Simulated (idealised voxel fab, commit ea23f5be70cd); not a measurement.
This is a process module. Its name is voxel capacitor over wiring.
We display cut, a cross-section 220 nm in width whose square cells are each 5 nm.
Throughout this document, each cross-section is represented as a grid of square cells and is presented as a sequence of bands enumerated from the top downward, where a band comprises one or more rows of cells. Heights first: top, then bottom, in nm. Then materials, left to right, each with a width in nm. "all across" on a single material: fills the band edge to edge. "blank": empty space. Note: height 0 marks the level under which the wafer is uniformly one material as received. Lowest band unbounded below, written "0 -> down". When a width is written as two numbers, as in "30..40", the first number is the width in the top row of cells of the band and the second is the width in its bottom row, and the width changes by the same amount from each row to the next. "no alteration" means the step left every cell of the cross-section as it was. What "Cavities, sealed" gives you is every empty space of 8 cells or more that is cut off from the top. Each appears as width x height at distance, with the distance taken from the left edge and width, height and distance all in nm. If you see something after the settings on a step's line, that's the simulator's own remark about that step. overlay nm: where the mask lay relative to plan, measured to the right, on steps with a mask; negatives go left.

**plan**
1. RECEIVE, material Si
2. CONFORMAL_DEP, material SiO2, thk nm 15
3. DIRECTIONAL_DEP, material TiN, thk nm 5
4. DIRECTIONAL_DEP, material Ru, thk nm 15
5. DIRECTIONAL_DEP, material aC, thk nm 10
6. PATTERN, tone cover, mask id METAL_1, material resist, width nm 25, pitch nm 85, thk nm 30, overlay nm 0
7. DIRECTIONAL_ETCH, etch materials aC, depth nm 10
8. STRIP, etch materials resist
9. DIRECTIONAL_ETCH, etch materials Ru, depth nm 15
10. DIRECTIONAL_ETCH, etch materials TiN, depth nm 5
11. STRIP, etch materials aC
12. CONFORMAL_DEP, material SiN, thk nm 5
13. FILL_DEP, material SiO2, thk nm 5
14. CMP, height nm 35
15. CONFORMAL_DEP, material SiCN, thk nm 5
16. DIRECTIONAL_DEP, material lowk, thk nm 20
17. PATTERN, tone open, mask id PLUG_1, material resist, width nm 15, thk nm 15, overlay nm 0
18. DIRECTIONAL_ETCH, etch materials lowk, depth nm 20
19. DIRECTIONAL_ETCH, etch materials SiCN, depth nm 5
20. STRIP, etch materials resist
21. EPI, material Ru, thk nm 10
22. EPI, material Ru, thk nm 10
23. EPI, material Ru, thk nm 5
24. DIRECTIONAL_DEP, material TiN, thk nm 10
25. DIRECTIONAL_DEP, material Al2O3, thk nm 5
26. DIRECTIONAL_DEP, material TiN, thk nm 5
27. MASKED_ETCH, tone cover, mask id UPPER_PLATE, width nm 65, etch materials TiN, depth nm 5, overlay nm 0
28. MASKED_ETCH, tone cover, mask id UPPER_PLATE, width nm 65, etch materials Al2O3, depth nm 5, overlay nm 0
29. PATTERN, tone cover, mask id LOWER_PLATE, material resist, width nm 75, thk nm 20, overlay nm 0
30. DIRECTIONAL_ETCH, etch materials TiN, depth nm 10
31. STRIP, etch materials resist
32. FILL_DEP, material SiO2, thk nm 15
33. CMP, height nm 90
34. DIRECTIONAL_DEP, material aC, thk nm 10
35. PATTERN, tone open, mask id PLUG_2, material resist, width nm 15, thk nm 30, overlay nm 0
36. DIRECTIONAL_ETCH, etch materials aC, depth nm 10
37. STRIP, etch materials resist
38. DIRECTIONAL_ETCH, etch materials SiO2, depth nm 10
39. STRIP, etch materials aC
40. CONFORMAL_DEP, material TiN, thk nm 5
41. FILL_DEP, material W, thk nm 5
42. CMP, height nm 90
43. CONFORMAL_DEP, material SiCN, thk nm 5

**First wafer out of two, processed as planned**

**Incoming wafer in cross-section (state: after step 1)**
	0 -> down | Si all across
	Cavities, sealed: none

**How the wafer stands in section after step 2**
	15 -> 0 | SiO2 all across
	Anything lower than 0 is untouched.

**How the wafer stands in section after step 3**
	20 -> 15 | TiN all across
	Anything lower than 15 is untouched.

**How the wafer stands in section after step 4**
	35 -> 20 | Ru all across
	Anything lower than 20 is untouched.

**How the wafer stands in section after step 5**
	45 -> 35 | aC all across
	Anything lower than 35 is untouched.

**How the wafer stands in section after step 6**
	75 -> 45 | 55 blank / 25 resist / 60 blank / 25 resist / 55 blank
	Anything lower than 45 is untouched.

**How the wafer stands in section after step 7**
	65 -> 45 | 55 blank / 25 resist / 60 blank / 25 resist / 55 blank
	45 -> 35 | 55 blank / 25 aC / 60 blank / 25 aC / 55 blank
	Anything lower than 35 is untouched.

**How the wafer stands in section after step 8**
	45 -> 35 | 55 blank / 25 aC / 60 blank / 25 aC / 55 blank
	Anything lower than 35 is untouched.

**How the wafer stands in section after step 9**
	45 -> 35 | 55 blank / 25 aC / 60 blank / 25 aC / 55 blank
	35 -> 20 | 55 blank / 25 Ru / 60 blank / 25 Ru / 55 blank
	Anything lower than 20 is untouched.

**How the wafer stands in section after step 10**
	45 -> 35 | 55 blank / 25 aC / 60 blank / 25 aC / 55 blank
	35 -> 20 | 55 blank / 25 Ru / 60 blank / 25 Ru / 55 blank
	20 -> 15 | 55 blank / 25 TiN / 60 blank / 25 TiN / 55 blank
	Anything lower than 15 is untouched.

**How the wafer stands in section after step 11**
	35 -> 20 | 55 blank / 25 Ru / 60 blank / 25 Ru / 55 blank
	Anything lower than 20 is untouched.

**How the wafer stands in section after step 12**
	40 -> 35 | 50 blank / 35 SiN / 50 blank / 35 SiN / 50 blank
	35 -> 20 | 50 blank / 5 SiN / 25 Ru / 5 SiN / 50 blank / 5 SiN / 25 Ru / 5 SiN / 50 blank
	20 -> 15 | 55 SiN / 25 TiN / 60 SiN / 25 TiN / 55 SiN
	Anything lower than 15 is untouched.

**How the wafer stands in section after step 13**
	45 -> 40 | SiO2 all across
	40 -> 35 | 50 SiO2 / 35 SiN / 50 SiO2 / 35 SiN / 50 SiO2
	35 -> 20 | 50 SiO2 / 5 SiN / 25 Ru / 5 SiN / 50 SiO2 / 5 SiN / 25 Ru / 5 SiN / 50 SiO2
	Anything lower than 20 is untouched.

**How the wafer stands in section after step 14**
	35 -> 20 | 50 SiO2 / 5 SiN / 25 Ru / 5 SiN / 50 SiO2 / 5 SiN / 25 Ru / 5 SiN / 50 SiO2
	Anything lower than 20 is untouched.

**How the wafer stands in section after step 15**
	40 -> 35 | SiCN all across
	Anything lower than 35 is untouched.

**How the wafer stands in section after step 16**
	60 -> 40 | lowk all across
	Anything lower than 40 is untouched.

**How the wafer stands in section after step 17**
	75 -> 60 | 65 resist / 15 blank / 140 resist
	Anything lower than 60 is untouched.

**How the wafer stands in section after step 18**
	75 -> 60 | 65 resist / 15 blank / 140 resist
	60 -> 40 | 65 lowk / 15 blank / 140 lowk
	Anything lower than 40 is untouched.

**How the wafer stands in section after step 19**
	75 -> 60 | 65 resist / 15 blank / 140 resist
	60 -> 40 | 65 lowk / 15 blank / 140 lowk
	40 -> 35 | 65 SiCN / 15 blank / 140 SiCN
	Anything lower than 35 is untouched.

**How the wafer stands in section after step 20**
	60 -> 40 | 65 lowk / 15 blank / 140 lowk
	Anything lower than 40 is untouched.

**How the wafer stands in section after step 21**
	60 -> 45 | 65 lowk / 15 blank / 140 lowk
	45 -> 40 | 65 lowk / 15 Ru / 140 lowk
	40 -> 35 | 65 SiCN / 15 Ru / 140 SiCN
	Anything lower than 35 is untouched.

**How the wafer stands in section after step 22**
	60 -> 55 | 65 lowk / 15 blank / 140 lowk
	55 -> 40 | 65 lowk / 15 Ru / 140 lowk
	Anything lower than 40 is untouched.

**How the wafer stands in section after step 23**
	60 -> 40 | 65 lowk / 15 Ru / 140 lowk
	Anything lower than 40 is untouched.

**How the wafer stands in section after step 24**
	70 -> 60 | TiN all across
	Anything lower than 60 is untouched.

**How the wafer stands in section after step 25**
	75 -> 70 | Al2O3 all across
	Anything lower than 70 is untouched.

**How the wafer stands in section after step 26**
	80 -> 75 | TiN all across
	Anything lower than 75 is untouched.

**How the wafer stands in section after step 27**
	80 -> 75 | 65 blank / 65 TiN / 90 blank
	Anything lower than 75 is untouched.

**How the wafer stands in section after step 28**
	80 -> 75 | 65 blank / 65 TiN / 90 blank
	75 -> 70 | 65 blank / 65 Al2O3 / 90 blank
	Anything lower than 70 is untouched.

**How the wafer stands in section after step 29**
	100 -> 80 | 60 blank / 75 resist / 85 blank
	80 -> 75 | 60 blank / 5 resist / 65 TiN / 5 resist / 85 blank
	75 -> 70 | 60 blank / 5 resist / 65 Al2O3 / 5 resist / 85 blank
	Anything lower than 70 is untouched.

**How the wafer stands in section after step 30**
	100 -> 80 | 60 blank / 75 resist / 85 blank
	80 -> 75 | 60 blank / 5 resist / 65 TiN / 5 resist / 85 blank
	75 -> 70 | 60 blank / 5 resist / 65 Al2O3 / 5 resist / 85 blank
	70 -> 60 | 60 blank / 75 TiN / 85 blank
	Anything lower than 60 is untouched.

**How the wafer stands in section after step 31**
	80 -> 75 | 65 blank / 65 TiN / 90 blank
	75 -> 70 | 65 blank / 65 Al2O3 / 90 blank
	Anything lower than 70 is untouched.

**How the wafer stands in section after step 32**
	95 -> 80 | SiO2 all across
	80 -> 75 | 65 SiO2 / 65 TiN / 90 SiO2
	75 -> 70 | 65 SiO2 / 65 Al2O3 / 90 SiO2
	70 -> 60 | 60 SiO2 / 75 TiN / 85 SiO2
	Anything lower than 60 is untouched.

**How the wafer stands in section after step 33**
	90 -> 80 | SiO2 all across
	Anything lower than 80 is untouched.

**How the wafer stands in section after step 34**
	100 -> 90 | aC all across
	Anything lower than 90 is untouched.

**How the wafer stands in section after step 35**
	130 -> 100 | 75 resist / 15 blank / 130 resist
	Anything lower than 100 is untouched.

**How the wafer stands in section after step 36**
	120 -> 100 | 75 resist / 15 blank / 130 resist
	100 -> 90 | 75 aC / 15 blank / 130 aC
	Anything lower than 90 is untouched.

**How the wafer stands in section after step 37**
	100 -> 90 | 75 aC / 15 blank / 130 aC
	Anything lower than 90 is untouched.

**How the wafer stands in section after step 38**
	100 -> 90 | 75 aC / 15 blank / 130 aC
	90 -> 80 | 75 SiO2 / 15 blank / 130 SiO2
	Anything lower than 80 is untouched.

**How the wafer stands in section after step 39**
	90 -> 80 | 75 SiO2 / 15 blank / 130 SiO2
	Anything lower than 80 is untouched.

**How the wafer stands in section after step 40**
	95 -> 90 | 80 TiN / 5 blank / 135 TiN
	90 -> 85 | 75 SiO2 / 5 TiN / 5 blank / 5 TiN / 130 SiO2
	85 -> 75 | 75..65 SiO2 / 15..65 TiN / 130..90 SiO2
	Anything lower than 75 is untouched.

**How the wafer stands in section after step 41**
	100 -> 95 | W all across
	95 -> 90 | 80 TiN / 5 W / 135 TiN
	90 -> 85 | 75 SiO2 / 5 TiN / 5 W / 5 TiN / 130 SiO2
	Anything lower than 85 is untouched.

**How the wafer stands in section after step 42**
	90 -> 85 | 75 SiO2 / 5 TiN / 5 W / 5 TiN / 130 SiO2
	Anything lower than 85 is untouched.

**How the wafer stands in section after step 43**
	95 -> 90 | SiCN all across
	Anything lower than 90 is untouched.

**Now the other wafer: same start, same recipe, but we messed up one thing when running it. Up to and including step 5 it's the same as the first one**

**Second wafer cross-section, taken as of the time the plan sets for step 6 to be done**
	75 -> 45 | 55 blank / 30 resist / 55 blank / 30 resist / 50 blank
	Anything lower than 45 is untouched.

**Second wafer cross-section, taken as of the time the plan sets for step 7 to be done**
	65 -> 45 | 55 blank / 30 resist / 55 blank / 30 resist / 50 blank
	45 -> 35 | 55 blank / 30 aC / 55 blank / 30 aC / 50 blank
	Anything lower than 35 is untouched.

**Second wafer cross-section, taken as of the time the plan sets for step 8 to be done**
	45 -> 35 | 55 blank / 30 aC / 55 blank / 30 aC / 50 blank
	Anything lower than 35 is untouched.

**Second wafer cross-section, taken as of the time the plan sets for step 9 to be done**
	45 -> 35 | 55 blank / 30 aC / 55 blank / 30 aC / 50 blank
	35 -> 20 | 55 blank / 30 Ru / 55 blank / 30 Ru / 50 blank
	Anything lower than 20 is untouched.

**Second wafer cross-section, taken as of the time the plan sets for step 10 to be done**
	45 -> 35 | 55 blank / 30 aC / 55 blank / 30 aC / 50 blank
	35 -> 20 | 55 blank / 30 Ru / 55 blank / 30 Ru / 50 blank
	20 -> 15 | 55 blank / 30 TiN / 55 blank / 30 TiN / 50 blank
	Anything lower than 15 is untouched.

**Second wafer cross-section, taken as of the time the plan sets for step 11 to be done**
	35 -> 20 | 55 blank / 30 Ru / 55 blank / 30 Ru / 50 blank
	Anything lower than 20 is untouched.

**Second wafer cross-section, taken as of the time the plan sets for step 12 to be done**
	40 -> 35 | 50 blank / 40 SiN / 45 blank / 40 SiN / 45 blank
	35 -> 20 | 50 blank / 5 SiN / 30 Ru / 5 SiN / 45 blank / 5 SiN / 30 Ru / 5 SiN / 45 blank
	20 -> 15 | 55 SiN / 30 TiN / 55 SiN / 30 TiN / 50 SiN
	Anything lower than 15 is untouched.

**Second wafer cross-section, taken as of the time the plan sets for step 13 to be done**
	45 -> 40 | SiO2 all across
	40 -> 35 | 50 SiO2 / 40 SiN / 45 SiO2 / 40 SiN / 45 SiO2
	35 -> 20 | 50 SiO2 / 5 SiN / 30 Ru / 5 SiN / 45 SiO2 / 5 SiN / 30 Ru / 5 SiN / 45 SiO2
	Anything lower than 20 is untouched.

**Second wafer cross-section, taken as of the time the plan sets for step 14 to be done**
	35 -> 20 | 50 SiO2 / 5 SiN / 30 Ru / 5 SiN / 45 SiO2 / 5 SiN / 30 Ru / 5 SiN / 45 SiO2
	Anything lower than 20 is untouched.

**Second wafer cross-section, taken as of the time the plan sets for step 15 to be done**
	40 -> 35 | SiCN all across
	Anything lower than 35 is untouched.

**Second wafer cross-section, taken as of the time the plan sets for step 16 to be done**
	60 -> 40 | lowk all across
	Anything lower than 40 is untouched.

**Second wafer cross-section, taken as of the time the plan sets for step 17 to be done**
	75 -> 60 | 65 resist / 15 blank / 140 resist
	Anything lower than 60 is untouched.

**Second wafer cross-section, taken as of the time the plan sets for step 18 to be done**
	75 -> 60 | 65 resist / 15 blank / 140 resist
	60 -> 40 | 65 lowk / 15 blank / 140 lowk
	Anything lower than 40 is untouched.

**Second wafer cross-section, taken as of the time the plan sets for step 19 to be done**
	75 -> 60 | 65 resist / 15 blank / 140 resist
	60 -> 40 | 65 lowk / 15 blank / 140 lowk
	40 -> 35 | 65 SiCN / 15 blank / 140 SiCN
	Anything lower than 35 is untouched.

**Second wafer cross-section, taken as of the time the plan sets for step 20 to be done**
	60 -> 40 | 65 lowk / 15 blank / 140 lowk
	Anything lower than 40 is untouched.

**Second wafer cross-section, taken as of the time the plan sets for step 21 to be done**
	60 -> 45 | 65 lowk / 15 blank / 140 lowk
	45 -> 40 | 65 lowk / 15 Ru / 140 lowk
	40 -> 35 | 65 SiCN / 15 Ru / 140 SiCN
	Anything lower than 35 is untouched.

**Second wafer cross-section, taken as of the time the plan sets for step 22 to be done**
	60 -> 55 | 65 lowk / 15 blank / 140 lowk
	55 -> 40 | 65 lowk / 15 Ru / 140 lowk
	Anything lower than 40 is untouched.

**Second wafer cross-section, taken as of the time the plan sets for step 23 to be done**
	60 -> 40 | 65 lowk / 15 Ru / 140 lowk
	Anything lower than 40 is untouched.

**Second wafer cross-section, taken as of the time the plan sets for step 24 to be done**
	70 -> 60 | TiN all across
	Anything lower than 60 is untouched.

**Second wafer cross-section, taken as of the time the plan sets for step 25 to be done**
	75 -> 70 | Al2O3 all across
	Anything lower than 70 is untouched.

**Second wafer cross-section, taken as of the time the plan sets for step 26 to be done**
	80 -> 75 | TiN all across
	Anything lower than 75 is untouched.

**Second wafer cross-section, taken as of the time the plan sets for step 27 to be done**
	80 -> 75 | 65 blank / 65 TiN / 90 blank
	Anything lower than 75 is untouched.

**Second wafer cross-section, taken as of the time the plan sets for step 28 to be done**
	80 -> 75 | 65 blank / 65 TiN / 90 blank
	75 -> 70 | 65 blank / 65 Al2O3 / 90 blank
	Anything lower than 70 is untouched.

**Second wafer cross-section, taken as of the time the plan sets for step 29 to be done**
	100 -> 80 | 60 blank / 75 resist / 85 blank
	80 -> 75 | 60 blank / 5 resist / 65 TiN / 5 resist / 85 blank
	75 -> 70 | 60 blank / 5 resist / 65 Al2O3 / 5 resist / 85 blank
	Anything lower than 70 is untouched.

**Second wafer cross-section, taken as of the time the plan sets for step 30 to be done**
	100 -> 80 | 60 blank / 75 resist / 85 blank
	80 -> 75 | 60 blank / 5 resist / 65 TiN / 5 resist / 85 blank
	75 -> 70 | 60 blank / 5 resist / 65 Al2O3 / 5 resist / 85 blank
	70 -> 60 | 60 blank / 75 TiN / 85 blank
	Anything lower than 60 is untouched.

**Second wafer cross-section, taken as of the time the plan sets for step 31 to be done**
	80 -> 75 | 65 blank / 65 TiN / 90 blank
	75 -> 70 | 65 blank / 65 Al2O3 / 90 blank
	Anything lower than 70 is untouched.

**Second wafer cross-section, taken as of the time the plan sets for step 32 to be done**
	95 -> 80 | SiO2 all across
	80 -> 75 | 65 SiO2 / 65 TiN / 90 SiO2
	75 -> 70 | 65 SiO2 / 65 Al2O3 / 90 SiO2
	70 -> 60 | 60 SiO2 / 75 TiN / 85 SiO2
	Anything lower than 60 is untouched.

**Second wafer cross-section, taken as of the time the plan sets for step 33 to be done**
	90 -> 80 | SiO2 all across
	Anything lower than 80 is untouched.

**Second wafer cross-section, taken as of the time the plan sets for step 34 to be done**
	100 -> 90 | aC all across
	Anything lower than 90 is untouched.

**Second wafer cross-section, taken as of the time the plan sets for step 35 to be done**
	130 -> 100 | 75 resist / 15 blank / 130 resist
	Anything lower than 100 is untouched.

**Second wafer cross-section, taken as of the time the plan sets for step 36 to be done**
	120 -> 100 | 75 resist / 15 blank / 130 resist
	100 -> 90 | 75 aC / 15 blank / 130 aC
	Anything lower than 90 is untouched.

**Second wafer cross-section, taken as of the time the plan sets for step 37 to be done**
	100 -> 90 | 75 aC / 15 blank / 130 aC
	Anything lower than 90 is untouched.

**Second wafer cross-section, taken as of the time the plan sets for step 38 to be done**
	100 -> 90 | 75 aC / 15 blank / 130 aC
	90 -> 80 | 75 SiO2 / 15 blank / 130 SiO2
	Anything lower than 80 is untouched.

**Second wafer cross-section, taken as of the time the plan sets for step 39 to be done**
	90 -> 80 | 75 SiO2 / 15 blank / 130 SiO2
	Anything lower than 80 is untouched.

**Second wafer cross-section, taken as of the time the plan sets for step 40 to be done**
	95 -> 90 | 80 TiN / 5 blank / 135 TiN
	90 -> 85 | 75 SiO2 / 5 TiN / 5 blank / 5 TiN / 130 SiO2
	85 -> 75 | 75..65 SiO2 / 15..65 TiN / 130..90 SiO2
	Anything lower than 75 is untouched.

**Second wafer cross-section, taken as of the time the plan sets for step 41 to be done**
	100 -> 95 | W all across
	95 -> 90 | 80 TiN / 5 W / 135 TiN
	90 -> 85 | 75 SiO2 / 5 TiN / 5 W / 5 TiN / 130 SiO2
	Anything lower than 85 is untouched.

**Second wafer cross-section, taken as of the time the plan sets for step 42 to be done**
	90 -> 85 | 75 SiO2 / 5 TiN / 5 W / 5 TiN / 130 SiO2
	Anything lower than 85 is untouched.

**Second wafer cross-section, taken as of the time the plan sets for step 43 to be done**
	95 -> 90 | SiCN all across
	Anything lower than 90 is untouched.
What was the processing mistake? not per plan at step 6, really ran PATTERN, tone cover, mask id METAL_1, material resist, width nm 30, pitch nm 85, thk nm 30, overlay nm 0
Materials where the second wafer ends with more or fewer cells than the first: Ru +6, SiN -2, SiO2 -6, TiN +2
